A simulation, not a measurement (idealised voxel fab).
Documented hereafter: the process module known as voxel lift off.
The width of the displayed cross-section, cut, is 195 nm; its cells are square, with a size of 5 nm.
Each cross-section below is a grid of square cells, stated as bands in top-down order, with one or more rows of cells making up each band. Within each band entry, the heights of the top and of the bottom of the band appear first, in that order and in nm; the materials of the band then follow from left to right, each with its corresponding width in nm. The designation "all across" on a single material indicates that it fills the band from edge to edge; the designation "blank" indicates empty space. Note: height 0 marks the level under which the wafer is uniformly one material as received. Lowest band unbounded below, written "0 nm and below". Think of "30->40" as a width that walks from the first number to the second as you go down the band, top row to bottom row, taking equal-sized steps from row to row. Step note "everything unchanged" = no cross-section cell changed. Entry "Closed empty spaces" = empty spaces >= 8 cells with no open way to the top; each as width x height at distance, distance from left edge, all nm. Where a step's line continues beyond its settings, the continuation is a remark by the simulator itself on that step. overlay nm: right-of-plan distance of the mask on a masked step; negative values mean left-of-plan.

-- Below is the list of planned process steps
1 RECEIVE,material Si
2 CONFORMAL_DEP,material Al2O3,thk nm 15
3 PATTERN,tone open,mask id LINES,material resist,width nm 15,pitch nm 45,thk nm 30,overlay nm 0
4 DIRECTIONAL_DEP,material Ru,thk nm 15
5 STRIP,etch materials resist
6 CONFORMAL_DEP,material SiN,thk nm 5

-- Cross-section: wafer on arrival = after step 1
    0 nm and below: Si all across
    Closed empty spaces: none

-- Cross-sectional image of the first of two wafers at the end of the module, the run having proceeded as planned
    35 nm to 30 nm: blank=15, SiN=25, blank=20, SiN=25, blank=20, SiN=25, blank=20, SiN=25, blank=20
    30 nm to 20 nm: blank=15, SiN=5, Ru=15, SiN=5, blank=20, SiN=5, Ru=15, SiN=5, blank=20, SiN=5, Ru=15, SiN=5, blank=20, SiN=5, Ru=15, SiN=5, blank=20
    20 nm to 15 nm: SiN=20, Ru=15, SiN=30, Ru=15, SiN=30, Ru=15, SiN=30, Ru=15, SiN=25
    15 nm to 0 nm: Al2O3 all across
    0 nm and below: Si all across
    Closed empty spaces: none

-- Wafer two (of two), end-of-module cross-section: start = wafer one, plan = wafer one, one run mistake
    20 nm to 15 nm: SiN all across
    15 nm to 0 nm: Al2O3 all across
    0 nm and below: Si all across
    Closed empty spaces: none
Which mistake was made when the wafer was run? plan step 4 skipped
Upon completion, the second wafer contains, in terms of cells, a greater or smaller amount of certain materials than the first wafer: -36 Ru | -24 SiN
